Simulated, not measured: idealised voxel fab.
process module | voxel capacitor over wiring
cross-section cut | 180 nm wide | cells 5 nm
A cross-section is a grid of square cells, given in bands from the top down. A band is one or more rows of cells.
Each band's line starts with the height of the band's top and of its bottom, in nm. Then come its materials from left to right, each with its width in nm. One material with "throughout" fills the band from edge to edge. "air" is empty space.
Height 0 is the level under which the wafer as received is all one material. The lowest band goes on downwards, as in "0 down".
A width such as "30 to 40" changes by the same amount from each row of cells to the next, from the band's top row to its bottom row.
"no change" after a step means that no cell of the cross-section changed.
closed voids: empty space of 8 cells or more with no open way to the top, each as width x height at its distance from the left edge, in nm
after a step's settings: what the simulator itself notes on the step
overlay nm, on a step with a mask: how far to the right of its planned place the mask lay; to the left if negative
plan
1 op RECEIVE | material Si
2 op CONFORMAL_DEP | material SiO2 | thk nm 15
3 op DIRECTIONAL_DEP | material TiN | thk nm 5
4 op DIRECTIONAL_DEP | material W | thk nm 20
5 op MASKED_ETCH | tone cover | mask id METAL_1 | width nm 20 | pitch nm 75 | etch materials W | depth nm 20 | overlay nm 0
6 op MASKED_ETCH | tone cover | mask id METAL_1 | width nm 20 | pitch nm 75 | etch materials TiN | depth nm 5 | overlay nm 0
7 op CONFORMAL_DEP | material SiCN | thk nm 5
8 op FILL_DEP | material SiO2 | thk nm 10
9 op CMP | height nm 40
10 op CONFORMAL_DEP | material SiCN | thk nm 5
11 op DIRECTIONAL_DEP | material lowk | thk nm 20
12 op DIRECTIONAL_DEP | material aC | thk nm 10
13 op PATTERN | tone open | mask id PLUG_1 | material resist | width nm 15 | thk nm 25 | overlay nm 0
14 op DIRECTIONAL_ETCH | etch materials aC | depth nm 10
15 op STRIP | etch materials resist
16 op DIRECTIONAL_ETCH | etch materials lowk | depth nm 20
17 op DIRECTIONAL_ETCH | etch materials SiCN | depth nm 5
18 op STRIP | etch materials aC
19 op CONFORMAL_DEP | material TiN | thk nm 5
20 op FILL_DEP | material Ru | thk nm 5
21 op CMP | height nm 65
22 op DIRECTIONAL_DEP | material TiN | thk nm 5
23 op DIRECTIONAL_DEP | material HfO2 | thk nm 5
24 op DIRECTIONAL_DEP | material TiN | thk nm 5
25 op MASKED_ETCH | tone cover | mask id UPPER_PLATE | width nm 60 | etch materials TiN | depth nm 5 | overlay nm 0
26 op MASKED_ETCH | tone cover | mask id UPPER_PLATE | width nm 60 | etch materials HfO2 | depth nm 5 | overlay nm 0
27 op MASKED_ETCH | tone cover | mask id LOWER_PLATE | width nm 70 | etch materials TiN | depth nm 5 | overlay nm 0
28 op FILL_DEP | material SiO2 | thk nm 20
29 op CMP | height nm 95
30 op PATTERN | tone open | mask id PLUG_2 | material resist | width nm 15 | thk nm 20 | overlay nm 0
31 op DIRECTIONAL_ETCH | etch materials SiO2 | depth nm 15
32 op STRIP | etch materials resist
33 op CONFORMAL_DEP | material TiN | thk nm 5
34 op FILL_DEP | material Ru | thk nm 10
35 op CMP | height nm 95
36 op CONFORMAL_DEP | material SiN | thk nm 5
as received, after step 1
  0 down: Si throughout
  closed voids: none
a wafer at the end: this start, this plan, one mistake
  100 to 95: SiN throughout
  95 to 85: SiO2 55 | TiN 5 | Ru 5 | TiN 5 | SiO2 110
  85 to 75: SiO2 55 to 45 | TiN 15 to 60 | SiO2 110 to 75
  75 to 70: SiO2 45 | HfO2 60 | SiO2 75
  70 to 65: SiO2 40 | TiN 70 | SiO2 70
  65 to 45: lowk 45 | TiN 5 | Ru 5 | TiN 5 | lowk 120
  45 to 40: SiCN 45 | TiN 15 | SiCN 120
  40 to 35: SiO2 35 | SiCN 5 | W 20 | SiCN 5 | SiO2 45 | SiCN 5 | W 20 | SiCN 5 | SiO2 40
  35 to 30: SiCN 40 | TiN 20 | SiCN 55 | TiN 20 | SiCN 45
  30 to 0: SiO2 throughout
  0 down: Si throughout
  closed voids: none
what went wrong: step 2 was run twice
